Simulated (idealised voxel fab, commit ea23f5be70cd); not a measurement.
process module | voxel self aligned vias
Xsec cut, 250 nm wide, square cell size 5 nm.
A cross-section in this document is a grid of square cells, and it is written down as bands, the top band listed before the ones below it; a band is made up of one or more rows of cells.
It is stipulated that each band's entry specify, in nanometres, the height of the top of the band and then that of its bottom, followed by the materials of the band in left-to-right sequence, each together with its width in nanometres. A single material marked by the word "all across" is understood to fill the band from edge to edge; the word "air" is understood to denote empty space.
Height reference: 0 = level under which incoming wafer is all one material. Lowest band: no bottom, runs on downward, e.g. "from 0 down".
The width entry "30 to 40" should be interpreted row by row: the top row of cells in the band takes the first number, the bottom row takes the second number, and the change between adjacent rows is uniform throughout.
Any step labelled "remained the same" changed none of the cells in the cross-section.
The list in "Sealed void listing" covers empty spaces of 8 cells or more that cannot reach the top through any open way, and it gives each as width x height at distance; the distance is from the left edge, and width, height and distance are in nm.
Whatever follows a step's settings on its line is a remark the simulator itself makes about that step.
overlay nm: mask offset rightward from planned place, masked step; negative means leftward offset.
# The following list gives the planned process steps
1: RECEIVE [material Si]
2: CONFORMAL_DEP [material SiO2] [thk nm 15]
3: CONFORMAL_DEP [material SiCN] [thk nm 5]
4: DIRECTIONAL_DEP [material SiO2] [thk nm 30]
5: DIRECTIONAL_DEP [material aC] [thk nm 15]
6: PATTERN [tone open] [mask id LINES] [material resist] [width nm 30] [pitch nm 75] [thk nm 35] [overlay nm 0]
7: DIRECTIONAL_ETCH [etch materials aC] [depth nm 15]
8: STRIP [etch materials resist]
9: DIRECTIONAL_ETCH [etch materials SiO2] [depth nm 30]
10: STRIP [etch materials aC]
11: CONFORMAL_DEP [material TiN] [thk nm 5]
12: FILL_DEP [material W] [thk nm 10]
13: CMP [height nm 50]
14: SELECTIVE_ETCH [etch materials W Ru TiN] [depth nm 5]
15: FILL_DEP [material SiN] [thk nm 5]
16: CMP [height nm 50]
17: DIRECTIONAL_DEP [material SiO2] [thk nm 20]
18: PATTERN [tone open] [mask id VIAS] [material resist] [width nm 40] [pitch nm 150] [thk nm 15] [overlay nm 0]
19: DIRECTIONAL_ETCH [etch materials SiO2] [depth nm 20]
20: DIRECTIONAL_ETCH [etch materials SiN] [depth nm 5]
21: STRIP [etch materials resist]
22: CONFORMAL_DEP [material TiN] [thk nm 5]
23: FILL_DEP [material Cu] [thk nm 10]
24: CMP [height nm 70]
25: CONFORMAL_DEP [material SiN] [thk nm 5]
The plan shows the width nm of step 18 as the first wafer had it; this setting differs between the wafers, which start out alike.
# Received wafers, first of several: cross-section after step 1
- from 0 down | Si all across
- Sealed void listing: none
# So in this table every wafer gets its own row, and what you see is where it stands at the end of the module: for each material, how many cells it picked up (+) or gave up (-) since we received it, and after that its closed voids
width nm 40; +44 Cu; +50 SiCN; +56 SiN; +478 SiO2; +74 TiN; +48 W; Sealed void listing: none
width nm 45; +50 Cu; +50 SiCN; +56 SiN; +470 SiO2; +76 TiN; +48 W; Sealed void listing: none
width nm 50; +56 Cu; +50 SiCN; +56 SiN; +462 SiO2; +78 TiN; +48 W; Sealed void listing: none
width nm 55; +62 Cu; +50 SiCN; +56 SiN; +454 SiO2; +80 TiN; +48 W; Sealed void listing: none
width nm 60; +68 Cu; +50 SiCN; +56 SiN; +446 SiO2; +82 TiN; +48 W; Sealed void listing: none
width nm 65; +74 Cu; +50 SiCN; +56 SiN; +438 SiO2; +84 TiN; +48 W; Sealed void listing: none
